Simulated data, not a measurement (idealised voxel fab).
Process module heading - voxel air gaps
In the cross-section labelled cut, the width is 290 nm and each square cell is 5 nm.
When this document writes out a cross-section, it uses a grid of square cells and lists it as bands, beginning at the top and moving down, with a band standing for one or more rows of cells. First you get the band's top height and its bottom height, in nm, and then the materials it's made of, left to right, with each width in nm. If you see a single material with "all across", that one covers the band edge to edge. "empty" is empty space. Heights are expressed relative to 0, this being the level below which the as-received wafer comprises one material exclusively. The lowest band is unbounded in the downward direction and is denoted as in "from 0 down". Top row gets the first number, bottom row gets the second, and each row in between changes by the same step: that is how a band width like "30->40" works. Step note "same as before" = no cross-section cell changed. "Enclosed internal voids" lists enclosed empty spaces (at least 8 cells, no open path upward to the top), each as width x height at distance from the left edge, in nm. Read whatever lies past the settings on a step's line as the simulator's own remark about the step. When a step includes a mask, the "overlay nm" setting on its line states how far to the right of its planned place that mask lay, and negative values state how far to the left.

### The following list gives the planned process steps
| 1 | RECEIVE with material Si |
| 2 | CONFORMAL_DEP with material SiO2, thk nm 15 |
| 3 | CONFORMAL_DEP with material SiCN, thk nm 5 |
| 4 | DIRECTIONAL_DEP with material SiO2, thk nm 40 |
| 5 | DIRECTIONAL_DEP with material aC, thk nm 15 |
| 6 | PATTERN with tone open, mask id LINES, material resist, width nm 20, pitch nm 45, thk nm 30, overlay nm -15 |
| 7 | DIRECTIONAL_ETCH with etch materials aC, depth nm 15 |
| 8 | STRIP with etch materials resist |
| 9 | DIRECTIONAL_ETCH with etch materials SiO2, depth nm 40 |
| 10 | STRIP with etch materials aC |
| 11 | CONFORMAL_DEP with material TiN, thk nm 5 |
| 12 | FILL_DEP with material W, thk nm 5 |
| 13 | CMP with height nm 60 |
| 14 | EPI with material Ru, thk nm 10 |
| 15 | SELECTIVE_ETCH with etch materials SiO2, depth nm 50 |
| 16 | CONFORMAL_DEP with material SiCN, thk nm 5 |
Heads up: all these wafers start the same, and what changes between them is the overlay nm in step 6. The value you see in the plan is just what the first wafer got.

### First wafer of several, as received: cross-section after step 1
> from 0 down = Si all across
> Enclosed internal voids: none

### First wafer of several, cross-section, module end, after step 16 (last)
> from 75 to 70 = empty 35, SiCN 185, empty 70
> from 70 to 60 = empty 35, SiCN 5, Ru 40, SiCN 5, Ru 40, SiCN 5, Ru 40, SiCN 5, Ru 40, SiCN 5, empty 70
> from 60 to 55 = empty 35, SiCN 15, TiN 5, W 10, TiN 5, SiCN 25, TiN 5, W 10, TiN 5, SiCN 25, TiN 5, W 10, TiN 5, SiCN 25, TiN 5, W 10, TiN 5, SiCN 15, empty 70
> from 55 to 25 = empty 45, SiCN 5, TiN 5, W 10, TiN 5, SiCN 5, empty 15, SiCN 5, TiN 5, W 10, TiN 5, SiCN 5, empty 15, SiCN 5, TiN 5, W 10, TiN 5, SiCN 5, empty 15, SiCN 5, TiN 5, W 10, TiN 5, SiCN 5, empty 80
> from 25 to 20 = SiCN 50, TiN 20, SiCN 25, TiN 20, SiCN 25, TiN 20, SiCN 25, TiN 20, SiCN 85
> from 20 to 15 = SiCN all across
> from 15 to 0 = SiO2 all across
> from 0 down = Si all across
> Enclosed internal voids: 15 x 30 at 75; 15 x 30 at 120; 15 x 30 at 165

### Final wafer cross-section at module end
> from 75 to 70 = empty 65, SiCN 185, empty 40
> from 70 to 60 = empty 65, SiCN 5, Ru 40, SiCN 5, Ru 40, SiCN 5, Ru 40, SiCN 5, Ru 40, SiCN 5, empty 40
> from 60 to 55 = empty 65, SiCN 15, TiN 5, W 10, TiN 5, SiCN 25, TiN 5, W 10, TiN 5, SiCN 25, TiN 5, W 10, TiN 5, SiCN 25, TiN 5, W 10, TiN 5, SiCN 15, empty 40
> from 55 to 25 = empty 75, SiCN 5, TiN 5, W 10, TiN 5, SiCN 5, empty 15, SiCN 5, TiN 5, W 10, TiN 5, SiCN 5, empty 15, SiCN 5, TiN 5, W 10, TiN 5, SiCN 5, empty 15, SiCN 5, TiN 5, W 10, TiN 5, SiCN 5, empty 50
> from 25 to 20 = SiCN 80, TiN 20, SiCN 25, TiN 20, SiCN 25, TiN 20, SiCN 25, TiN 20, SiCN 55
> from 20 to 15 = SiCN all across
> from 15 to 0 = SiO2 all across
> from 0 down = Si all across
> Enclosed internal voids: 15 x 30 at 105; 15 x 30 at 150; 15 x 30 at 195

### Where each wafer stands at the end of the module, a row apiece: cells of each material gained (+) or lost (-) since it was received, then closed voids
overlay nm -15; +64 Ru; +216 SiCN; +174 SiO2; +72 TiN; +56 W; Enclosed internal voids: 15 x 30 at 75; 15 x 30 at 120; 15 x 30 at 165
overlay nm -10; +64 Ru; +216 SiCN; +174 SiO2; +72 TiN; +56 W; Enclosed internal voids: 15 x 30 at 80; 15 x 30 at 125; 15 x 30 at 170
overlay nm -5; +64 Ru; +216 SiCN; +174 SiO2; +72 TiN; +56 W; Enclosed internal voids: 15 x 30 at 85; 15 x 30 at 130; 15 x 30 at 175
overlay nm 0; +64 Ru; +216 SiCN; +174 SiO2; +72 TiN; +56 W; Enclosed internal voids: 15 x 30 at 90; 15 x 30 at 135; 15 x 30 at 180
overlay nm 5; +64 Ru; +216 SiCN; +174 SiO2; +72 TiN; +56 W; Enclosed internal voids: 15 x 30 at 95; 15 x 30 at 140; 15 x 30 at 185
overlay nm 10; +64 Ru; +216 SiCN; +174 SiO2; +72 TiN; +56 W; Enclosed internal voids: 15 x 30 at 100; 15 x 30 at 145; 15 x 30 at 190
overlay nm 15; +64 Ru; +216 SiCN; +174 SiO2; +72 TiN; +56 W; Enclosed internal voids: 15 x 30 at 105; 15 x 30 at 150; 15 x 30 at 195
